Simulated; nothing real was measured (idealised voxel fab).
The process module presented herein is designated voxel gate over fins.
Each square cell in cross-section cut measures 5 nm, and the section as a whole is 205 nm wide.
If you're reading a cross-section in this doc, picture square cells in a grid; it comes to you as bands, top ones listed first down to the bottom, and a band can be one or more rows of cells. In this notation a band is specified by the heights of its top and bottom, in that order and in nm, after which its materials appear from left to right, each paired with its width in nm. The word "all across" attached to a single material means that material fills the band from edge to edge; the word "blank" stands for empty space. The level at which height equals 0 is the one under which the wafer, as it arrives, is entirely one material. No lower edge exists for the bottom band, which continues downward and is notated as in "0 nm and below". The two numbers in a width such as "30->40" mark its ends across the band: the first belongs to the top row of cells, the second to the bottom row, and from each row to the next the width moves by the same amount. For the purposes of this document, the phrase "no alteration" attached to a step denotes that no cell within the cross-section was modified by that step. "Non-vented voids" enumerates empty spaces isolated from the top, with no open way to it, that contain at least 8 cells, giving each as width x height at distance from the left edge, all three in nm. Read whatever lies past the settings on a step's line as the simulator's own remark about the step. A step's line can hold "overlay nm"; with a mask on that step, the setting says how far right of the planned place the mask lay, while a negative setting says it lay to the left.
# Intended process steps
- 1: RECEIVE: material Si
- 2: CONFORMAL_DEP: material SiN, thk nm 10
- 3: DIRECTIONAL_DEP: material aC, thk nm 10
- 4: PATTERN: tone cover, mask id FINS, material resist, width nm 15, pitch nm 40, thk nm 30, overlay nm 0
- 5: DIRECTIONAL_ETCH: etch materials aC, depth nm 10
- 6: STRIP: etch materials resist
- 7: DIRECTIONAL_ETCH: etch materials SiN, depth nm 10
- 8: DIRECTIONAL_ETCH: etch materials Si, depth nm 35
- 9: STRIP: etch materials aC
- 10: OXIDIZE: depth nm 5
- 11: FILL_DEP: material SiO2, thk nm 10
- 12: CMP: height nm 10
- 13: SELECTIVE_ETCH: etch materials SiO2, depth nm 25
- 14: STRIP: etch materials SiN
- 15: CONFORMAL_DEP: material HfO2, thk nm 5
- 16: CONFORMAL_DEP: material TiN, thk nm 5
- 17: CONFORMAL_DEP: material TiAl, thk nm 5
- 18: CONFORMAL_DEP: material TiN, thk nm 5
- 19: FILL_DEP: material W, thk nm 10
- 20: CMP: height nm 25
- 21: CONFORMAL_DEP: material SiCN, thk nm 10
# The cross-section here shows the wafer as received, i.e. in its state after step 1
	0 nm and below = Si all across
	Non-vented voids: none
# End-of-module XS, first of two wafers, run as planned
	35 nm to 25 nm = SiCN all across
	25 nm to 20 nm = W all across
	20 nm to 15 nm = W: 40  TiN: 125  W: 40
	15 nm to 10 nm = W: 40  TiN: 5  TiAl: 35  TiN: 5  TiAl: 35  TiN: 5  TiAl: 35  TiN: 5  W: 40
	10 nm to 5 nm = W: 40  TiN: 5  TiAl: 5  TiN: 25  TiAl: 5  TiN: 5  TiAl: 5  TiN: 25  TiAl: 5  TiN: 5  TiAl: 5  TiN: 25  TiAl: 5  TiN: 5  W: 40
	5 nm to 0 nm = TiN: 45  TiAl: 5  TiN: 5  HfO2: 15  TiN: 5  TiAl: 5  TiN: 5  TiAl: 5  TiN: 5  HfO2: 15  TiN: 5  TiAl: 5  TiN: 5  TiAl: 5  TiN: 5  HfO2: 15  TiN: 5  TiAl: 5  TiN: 45
	0 nm to -5 nm = TiAl: 50  TiN: 5  HfO2: 5  Si: 5  HfO2: 5  TiN: 5  TiAl: 15  TiN: 5  HfO2: 5  Si: 5  HfO2: 5  TiN: 5  TiAl: 15  TiN: 5  HfO2: 5  Si: 5  HfO2: 5  TiN: 5  TiAl: 50
	-5 nm to -10 nm = TiN: 55  HfO2: 5  Si: 5  HfO2: 5  TiN: 25  HfO2: 5  Si: 5  HfO2: 5  TiN: 25  HfO2: 5  Si: 5  HfO2: 5  TiN: 55
	-10 nm to -15 nm = HfO2: 60  Si: 5  HfO2: 35  Si: 5  HfO2: 35  Si: 5  HfO2: 60
	-15 nm to -40 nm = SiO2: 60  Si: 5  SiO2: 35  Si: 5  SiO2: 35  Si: 5  SiO2: 60
	-40 nm and below = Si all across
	Non-vented voids: none
# The second wafer, shown in cross-section after the module: started the same way as the first and given the same plan, yet one mistake crept into how it was run
	35 nm to 25 nm = SiN all across
	25 nm to 20 nm = W all across
	20 nm to 15 nm = W: 40  TiN: 125  W: 40
	15 nm to 10 nm = W: 40  TiN: 5  TiAl: 35  TiN: 5  TiAl: 35  TiN: 5  TiAl: 35  TiN: 5  W: 40
	10 nm to 5 nm = W: 40  TiN: 5  TiAl: 5  TiN: 25  TiAl: 5  TiN: 5  TiAl: 5  TiN: 25  TiAl: 5  TiN: 5  TiAl: 5  TiN: 25  TiAl: 5  TiN: 5  W: 40
	5 nm to 0 nm = TiN: 45  TiAl: 5  TiN: 5  HfO2: 15  TiN: 5  TiAl: 5  TiN: 5  TiAl: 5  TiN: 5  HfO2: 15  TiN: 5  TiAl: 5  TiN: 5  TiAl: 5  TiN: 5  HfO2: 15  TiN: 5  TiAl: 5  TiN: 45
	0 nm to -5 nm = TiAl: 50  TiN: 5  HfO2: 5  Si: 5  HfO2: 5  TiN: 5  TiAl: 15  TiN: 5  HfO2: 5  Si: 5  HfO2: 5  TiN: 5  TiAl: 15  TiN: 5  HfO2: 5  Si: 5  HfO2: 5  TiN: 5  TiAl: 50
	-5 nm to -10 nm = TiN: 55  HfO2: 5  Si: 5  HfO2: 5  TiN: 25  HfO2: 5  Si: 5  HfO2: 5  TiN: 25  HfO2: 5  Si: 5  HfO2: 5  TiN: 55
	-10 nm to -15 nm = HfO2: 60  Si: 5  HfO2: 35  Si: 5  HfO2: 35  Si: 5  HfO2: 60
	-15 nm to -40 nm = SiO2: 60  Si: 5  SiO2: 35  Si: 5  SiO2: 35  Si: 5  SiO2: 60
	-40 nm and below = Si all across
	Non-vented voids: none
Plan not followed: step 21 changed vs plan, executed as CONFORMAL_DEP: material SiN, thk nm 10
The second wafer ends with more or fewer cells of some materials than the first, per final count: SiCN -82 | SiN +82
